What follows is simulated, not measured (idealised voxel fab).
process module | voxel quadruple lines
cross-section cut | 270 nm wide | cells 5 nm
A cross-section is a grid of square cells, given in bands from the top down. A band is one or more rows of cells.
Each band's line starts with the height of the band's top and of its bottom, in nm. Then come its materials from left to right, each with its width in nm. One material with "throughout" fills the band from edge to edge. "air" is empty space.
Height 0 is the level under which the wafer as received is all one material. The lowest band goes on downwards, as in "0 down".
A width such as "30 to 40" changes by the same amount from each row of cells to the next, from the band's top row to its bottom row.
"no change" after a step means that no cell of the cross-section changed.
closed voids: empty space of 8 cells or more with no open way to the top, each as width x height at its distance from the left edge, in nm
after a step's settings: what the simulator itself notes on the step
overlay nm, on a step with a mask: how far to the right of its planned place the mask lay; to the left if negative
plan
1 op RECEIVE | material Si
2 op CONFORMAL_DEP | material Al2O3 | thk nm 10
3 op DIRECTIONAL_DEP | material TiN | thk nm 10
4 op DIRECTIONAL_DEP | material polySi | thk nm 15
5 op DIRECTIONAL_DEP | material aC | thk nm 25
6 op PATTERN | tone cover | mask id MANDREL | material resist | width nm 20 | pitch nm 60 | thk nm 30 | overlay nm -15
7 op DIRECTIONAL_ETCH | etch materials aC | depth nm 25
8 op STRIP | etch materials resist
9 op CONFORMAL_DEP | material SiO2 | thk nm 10
10 op DIRECTIONAL_ETCH | etch materials SiO2 | depth nm 10
11 op STRIP | etch materials aC
12 op DIRECTIONAL_ETCH | etch materials polySi | depth nm 15
13 op STRIP | etch materials SiO2
14 op CONFORMAL_DEP | material SiCN | thk nm 5
15 op DIRECTIONAL_ETCH | etch materials SiCN | depth nm 5
16 op STRIP | etch materials polySi
17 op DIRECTIONAL_ETCH | etch materials TiN | depth nm 10
18 op STRIP | etch materials SiCN
varied across the wafers: overlay nm of step 6. The plan shows the first wafer's value. All wafers start alike
first wafer as received, after step 1
  0 down: Si throughout
  closed voids: none
each wafer at the end: cells of each material gained (+) or lost (-) since it was received, then its closed voids
overlay nm -15 | +108 Al2O3 | +16 TiN | closed voids: none
overlay nm -10 | +108 Al2O3 | +16 TiN | closed voids: none
overlay nm -5 | +108 Al2O3 | +16 TiN | closed voids: none
overlay nm 0 | +108 Al2O3 | +16 TiN | closed voids: none
overlay nm 5 | +108 Al2O3 | +16 TiN | closed voids: none
overlay nm 10 | +108 Al2O3 | +16 TiN | closed voids: none
overlay nm 15 | +108 Al2O3 | +16 TiN | closed voids: none
